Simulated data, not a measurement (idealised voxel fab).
Process module name: voxel self aligned contacts
Section shown: cut. Width: 270 nm. Cell size: 5 nm, square.
Cross-sections here: square-cell grids, written as top-down lists of bands, a band being one or more rows of cells. Per band: top height and bottom height in nm, followed by the left-to-right materials and their widths in nm; "edge to edge" marks a single material spanning edge to edge, "empty" marks empty space. Heights are reckoned from 0. Under this level, the received wafer is all of one material. The bottommost band is open-ended downward, for example "0..down". Quick explanation for "30..40": the width changes in equal steps down the rows of cells, from the first number in the band's top row to the second number in its bottom row. Where a step carries "changes: none", the cross-section came out of it unchanged, cell for cell. Empty spaces without an open route to the top, at least 8 cells in extent, make up the entry "Enclosed cavity list"; each is given as width x height at distance, where the distance is measured from the left edge, and all are in nm. Past the settings on a step's line: simulator remark, on that step. What "overlay nm" on a step's line means: if the step has a mask, that mask lay this far to the right of its planned place, or, when the value is negative, to the left.

[The following list gives the planned process steps]
| 1 | RECEIVE | material Si |
| 2 | OXIDIZE | depth nm 5 |
| 3 | DIRECTIONAL_DEP | material polySi | thk nm 30 |
| 4 | DIRECTIONAL_DEP | material SiN | thk nm 15 |
| 5 | MASKED_ETCH | tone cover | mask id GATE | width nm 25 | pitch nm 55 | etch materials SiN | depth nm 15 | overlay nm 0 |
| 6 | MASKED_ETCH | tone cover | mask id GATE | width nm 25 | pitch nm 55 | etch materials polySi | depth nm 30 | overlay nm 0 |
| 7 | CONFORMAL_DEP | material SiN | thk nm 5 |
| 8 | DIRECTIONAL_ETCH | etch materials SiN | depth nm 5 |
| 9 | FILL_DEP | material SiO2 | thk nm 10 |
| 10 | CMP | height nm 50 |
| 11 | MASKED_ETCH | tone open | mask id CONTACT | width nm 40 | pitch nm 55 | etch materials SiO2 | depth nm 55 | overlay nm 0 |
| 12 | CONFORMAL_DEP | material TiN | thk nm 5 |
| 13 | FILL_DEP | material Ru | thk nm 10 |
| 14 | CMP | height nm 50 |
| 15 | CONFORMAL_DEP | material SiCN | thk nm 5 |

[Shown in cross-section is the wafer as received, that is, as it stands after step 1]
    0..down  Si edge to edge
    Enclosed cavity list: none

[Wafer at module end, in section. Began as above, planned as above, run with one mistake]
    70..65  SiCN edge to edge
    65..55  Ru edge to edge
    55..50  TiN 90 nm  Ru 30 nm  TiN 25 nm  Ru 30 nm  TiN 95 nm
    50..45  SiO2 85 nm  TiN 15 nm  Ru 10 nm  TiN 15 nm  SiO2 15 nm  TiN 15 nm  Ru 10 nm  TiN 15 nm  SiO2 90 nm
    45..30  SiO2 60 nm  SiN 35 nm  TiN 5 nm  Ru 10 nm  TiN 5 nm  SiN 35 nm  TiN 5 nm  Ru 10 nm  TiN 5 nm  SiN 35 nm  SiO2 65 nm
    30..0  SiO2 60 nm  SiN 5 nm  polySi 25 nm  SiN 5 nm  TiN 5 nm  Ru 10 nm  TiN 5 nm  SiN 5 nm  polySi 25 nm  SiN 5 nm  TiN 5 nm  Ru 10 nm  TiN 5 nm  SiN 5 nm  polySi 25 nm  SiN 5 nm  SiO2 65 nm
    0..-5  SiO2 95 nm  TiN 20 nm  SiO2 35 nm  TiN 20 nm  SiO2 100 nm
    -5..down  Si edge to edge
    Enclosed cavity list: none
Finding, execution versus plan: skipped: plan step 14 (never run)
